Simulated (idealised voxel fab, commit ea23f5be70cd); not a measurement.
Title: Process Module voxel double patterning
Cross-sectional view cut (width: 190 nm; square cell size: 5 nm).
Cross-section format: a grid of square cells, given as bands from top to bottom; each band is one or more rows of cells.
A band entry consists of two parts. The first gives the height of the band's top and the height of its bottom, in nm. The rest lists the band's materials from left to right, each with its width in nm. A single material labelled with the word "throughout" fills the band from edge to edge, and the word "empty" marks empty space.
For the purposes of this specification, 0 denotes the height below which the wafer in its as-received condition is composed wholly of one material, and the lowermost band, lacking a lower limit, extends downward without end, as expressed in "0 nm and below".
Width: "30..40" (first number = top row, second number = bottom row, same change from row to row of cells).
Step note "nothing was modified" = no cross-section cell changed.
What "Completely enclosed voids" gives you is every empty space of 8 cells or more that is cut off from the top. Each appears as width x height at distance, with the distance taken from the left edge and width, height and distance all in nm.
The remark found on a step's line after its settings is issued by the simulator itself and pertains to that step.
overlay nm: mask offset rightward from planned place, masked step; negative means leftward offset.
Pairs follow: section before one process step, section after it down to the lowest changed band, step with settings underneath. Pairs may come from different runs of this module on the same starting wafer; continuity with the pair above only as stated in the "State on entry" entry.

State on entry:
- 55 nm to 30 nm = empty 85 / resist 15 / empty 90
- 30 nm to 25 nm = aC 60 / empty 15 / aC 35 / empty 15 / aC 65
- 25 nm to 20 nm = aC throughout
- 20 nm to 15 nm = SiN 60 / aC 15 / SiN 35 / aC 15 / SiN 65
- 15 nm to 5 nm = TiN throughout
- 5 nm to 0 nm = SiO2 throughout
- 0 nm and below = Si throughout
- Completely enclosed voids: none

Cross-Section After Step:
- 45 nm to 30 nm = empty 85 / resist 15 / empty 90
- 30 nm to 20 nm = empty 85 / aC 15 / empty 90
- 20 nm to 15 nm = SiN 60 / empty 15 / SiN 35 / empty 15 / SiN 65
- All layers under 15 are left as they were.
- Completely enclosed voids: none
What sits between those two cross-sections? DIRECTIONAL_ETCH,etch materials aC,depth nm 10

State on entry: the pre-step structure is the one depicted after the step in the pair just above.

Cross-Section After Step:
- 30 nm to 20 nm = empty 85 / aC 15 / empty 90
- All layers under 20 are left as they were.
- Completely enclosed voids: none
What sits between those two cross-sections? STRIP,etch materials resist

State on entry: the pre-step structure is the one depicted after the step in the pair just above.

Cross-Section After Step:
- 30 nm to 20 nm = empty 85 / aC 15 / empty 90
- 20 nm to 15 nm = empty 85 / SiN 15 / empty 90
- All layers under 15 are left as they were.
- Completely enclosed voids: none
What sits between those two cross-sections? DIRECTIONAL_ETCH,etch materials SiN,depth nm 5

State on entry: the pre-step structure is the one depicted after the step in the pair just above.

Cross-Section After Step:
- 20 nm to 15 nm = empty 85 / SiN 15 / empty 90
- All layers under 15 are left as they were.
- Completely enclosed voids: none
What sits between those two cross-sections? STRIP,etch materials aC

State on entry: the pre-step structure is the one depicted after the step in the pair just above.

Cross-Section After Step:
- 20 nm to 15 nm = empty 85 / SiN 15 / empty 90
- 15 nm to 5 nm = empty 85 / TiN 15 / empty 90
- All layers under 5 are left as they were.
- Completely enclosed voids: none
What sits between those two cross-sections? DIRECTIONAL_ETCH,etch materials TiN,depth nm 10

State on entry: the pre-step structure is the one depicted after the step in the pair just above.

Cross-Section After Step:
- 15 nm to 5 nm = empty 85 / TiN 15 / empty 90
- All layers under 5 are left as they were.
- Completely enclosed voids: none
What sits between those two cross-sections? STRIP,etch materials SiN
